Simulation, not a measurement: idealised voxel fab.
Name of the process module below: voxel capacitor over wiring
Xsec cut, 260 nm wide, square cell size 5 nm.
When this document writes out a cross-section, it uses a grid of square cells and lists it as bands, beginning at the top and moving down, with a band standing for one or more rows of cells.
Per band: top height and bottom height in nm, followed by the left-to-right materials and their widths in nm; "full width" marks a single material spanning edge to edge, "blank" marks empty space.
Convention: height 0 is the level below which the wafer, as received, is all one material. The lowest band does not terminate at the bottom but continues downward, represented as "from 0 down".
Width "30..40": first value at the band's top row of cells, second value at its bottom row, equal change from row to row.
Reading "nothing was modified" for a step: not a cell of the cross-section changed in it.
If an empty space has no open way to the top and is at least 8 cells in size, "Cavities, closed" lists it, written width x height at distance, where distance is measured from the left edge and every value is in nm.
Read whatever lies past the settings on a step's line as the simulator's own remark about the step.
overlay nm: mask right of planned place by this much (step with mask). Neg. = left.
What follows is a series of pairs. Each pair shows a cross-section before one process step and the cross-section after it, and the after view is drawn only down to the lowest band that changed. Beneath each pair is the step that lies between the two, with its settings. Pairs may come from different runs of this module on the same starting wafer, so a pair continues from the one above it only where its entry headed "Incoming profile" says so.

Incoming profile:
- from 95 to 80: SiO2 90 nm, blank 15 nm, SiO2 155 nm
- from 80 to 70: SiO2 75..70 nm, TiN 70..75 nm, SiO2 115 nm
- from 70 to 65: SiO2 70 nm, Al2O3 85 nm, SiO2 105 nm
- from 65 to 60: SiO2 70 nm, TiN 90 nm, SiO2 100 nm
- from 60 to 45: SiO2 80 nm, Ru 15 nm, SiO2 165 nm
- from 45 to 40: SiCN 80 nm, Ru 15 nm, SiCN 165 nm
- from 40 to 35: SiCN 60 nm, Ru 40 nm, SiCN 60 nm, Ru 40 nm, SiCN 60 nm
- from 35 to 20: SiO2 65 nm, TiN 5 nm, Cu 20 nm, TiN 5 nm, SiO2 70 nm, TiN 5 nm, Cu 20 nm, TiN 5 nm, SiO2 65 nm
- from 20 to 15: SiCN 65 nm, TiN 30 nm, SiCN 70 nm, TiN 30 nm, SiCN 65 nm
- from 15 to 0: SiO2 full width
- from 0 down: Si full width
- Cavities, closed: none

Cut View, Post-Step:
- from 100 to 95: TiN 95 nm, blank 5 nm, TiN 160 nm
- from 95 to 85: SiO2 90 nm, TiN 5 nm, blank 5 nm, TiN 5 nm, SiO2 155 nm
- from 85 to 75: SiO2 90..75 nm, TiN 15..70 nm, SiO2 155..115 nm
- Heights below 75 show no change.
- Cavities, closed: none
Between before and after as drawn above: CONFORMAL_DEP,material TiN,thk nm 5

Incoming profile: It is represented by the cross-section appearing after the step of the pair directly above.

Cut View, Post-Step:
- from 110 to 100: Ru full width
- from 100 to 95: TiN 95 nm, Ru 5 nm, TiN 160 nm
- from 95 to 85: SiO2 90 nm, TiN 5 nm, Ru 5 nm, TiN 5 nm, SiO2 155 nm
- Heights below 85 show no change.
- Cavities, closed: none
Between before and after as drawn above: FILL_DEP,material Ru,thk nm 10

Incoming profile: It is represented by the cross-section appearing after the step of the pair directly above.

Cut View, Post-Step:
- from 95 to 85: SiO2 90 nm, TiN 5 nm, Ru 5 nm, TiN 5 nm, SiO2 155 nm
- Heights below 85 show no change.
- Cavities, closed: none
Between before and after as drawn above: CMP,height nm 95

Incoming profile: It is represented by the cross-section appearing after the step of the pair directly above.

Cut View, Post-Step:
- from 100 to 95: SiN full width
- Heights below 95 show no change.
- Cavities, closed: none
Between before and after as drawn above: CONFORMAL_DEP,material SiN,thk nm 5

Incoming profile:
- from 95 to 85: SiO2 90 nm, TiN 5 nm, Ru 5 nm, TiN 5 nm, SiO2 155 nm
- from 85 to 80: SiO2 90 nm, TiN 15 nm, SiO2 155 nm
- from 80 to 70: SiO2 80 nm, TiN 75 nm, SiO2 105 nm
- from 70 to 65: SiO2 80 nm, Al2O3 75 nm, SiO2 105 nm
- from 65 to 60: SiO2 75 nm, TiN 85 nm, SiO2 100 nm
- from 60 to 45: SiO2 80 nm, Ru 15 nm, SiO2 165 nm
- from 45 to 40: SiCN 80 nm, Ru 15 nm, SiCN 165 nm
- from 40 to 35: SiCN 60 nm, Ru 40 nm, SiCN 60 nm, Ru 40 nm, SiCN 60 nm
- from 35 to 20: SiO2 65 nm, TiN 5 nm, Cu 20 nm, TiN 5 nm, SiO2 70 nm, TiN 5 nm, Cu 20 nm, TiN 5 nm, SiO2 65 nm
- from 20 to 15: SiCN 65 nm, TiN 30 nm, SiCN 70 nm, TiN 30 nm, SiCN 65 nm
- from 15 to 0: SiO2 full width
- from 0 down: Si full width
- Cavities, closed: none

Cut View, Post-Step:
- from 100 to 95: Ru full width
- Heights below 95 show no change.
- Cavities, closed: none
Between before and after as drawn above: CONFORMAL_DEP,material Ru,thk nm 5

Incoming profile:
- from 95 to 80: SiO2 full width
- from 80 to 70: SiO2 80 nm, TiN 75 nm, SiO2 105 nm
- from 70 to 65: SiO2 80 nm, Al2O3 75 nm, SiO2 105 nm
- from 65 to 60: SiO2 75 nm, TiN 85 nm, SiO2 100 nm
- from 60 to 45: SiO2 80 nm, Ru 15 nm, SiO2 165 nm
- from 45 to 40: SiCN 80 nm, Ru 15 nm, SiCN 165 nm
- from 40 to 35: SiCN 60 nm, Ru 40 nm, SiCN 60 nm, Ru 40 nm, SiCN 60 nm
- from 35 to 20: SiO2 65 nm, TiN 5 nm, Cu 20 nm, TiN 5 nm, SiO2 70 nm, TiN 5 nm, Cu 20 nm, TiN 5 nm, SiO2 65 nm
- from 20 to 15: SiCN 65 nm, TiN 30 nm, SiCN 70 nm, TiN 30 nm, SiCN 65 nm
- from 15 to 0: SiO2 full width
- from 0 down: Si full width
- Cavities, closed: none

Cut View, Post-Step:
- from 110 to 95: blank 90 nm, resist 15 nm, blank 155 nm
- Heights below 95 show no change.
- Cavities, closed: none
Between before and after as drawn above: PATTERN,tone cover,mask id PLUG_2,material resist,width nm 15,thk nm 15,overlay nm 0

Incoming profile: It is represented by the cross-section appearing after the step of the pair directly above.

Cut View, Post-Step:
- from 110 to 95: blank 90 nm, resist 15 nm, blank 155 nm
- from 95 to 80: blank 90 nm, SiO2 15 nm, blank 155 nm
- Heights below 80 show no change.
- Cavities, closed: none
Between before and after as drawn above: DIRECTIONAL_ETCH,etch materials SiO2,depth nm 15

Incoming profile: It is represented by the cross-section appearing after the step of the pair directly above.

Cut View, Post-Step:
- from 95 to 80: blank 90 nm, SiO2 15 nm, blank 155 nm
- Heights below 80 show no change.
- Cavities, closed: none
Between before and after as drawn above: STRIP,etch materials resist

Incoming profile: It is represented by the cross-section appearing after the step of the pair directly above.

Cut View, Post-Step:
- from 100 to 95: blank 85 nm, TiN 25 nm, blank 150 nm
- from 95 to 85: blank 85 nm, TiN 5 nm, SiO2 15 nm, TiN 5 nm, blank 150 nm
- from 85 to 80: TiN 90 nm, SiO2 15 nm, TiN 155 nm
- Heights below 80 show no change.
- Cavities, closed: none
Between before and after as drawn above: CONFORMAL_DEP,material TiN,thk nm 5

Incoming profile: It is represented by the cross-section appearing after the step of the pair directly above.

Cut View, Post-Step:
- from 110 to 100: Ru full width
- from 100 to 95: Ru 85 nm, TiN 25 nm, Ru 150 nm
- from 95 to 85: Ru 85 nm, TiN 5 nm, SiO2 15 nm, TiN 5 nm, Ru 150 nm
- Heights below 85 show no change.
- Cavities, closed: none
Between before and after as drawn above: FILL_DEP,material Ru,thk nm 10

Incoming profile: It is represented by the cross-section appearing after the step of the pair directly above.

Cut View, Post-Step:
- from 95 to 85: Ru 85 nm, TiN 5 nm, SiO2 15 nm, TiN 5 nm, Ru 150 nm
- Heights below 85 show no change.
- Cavities, closed: none
Between before and after as drawn above: CMP,height nm 95

Incoming profile: It is represented by the cross-section appearing after the step of the pair directly above.

Cut View, Post-Step:
- from 100 to 95: SiN full width
- Heights below 95 show no change.
- Cavities, closed: none
Between before and after as drawn above: CONFORMAL_DEP,material SiN,thk nm 5
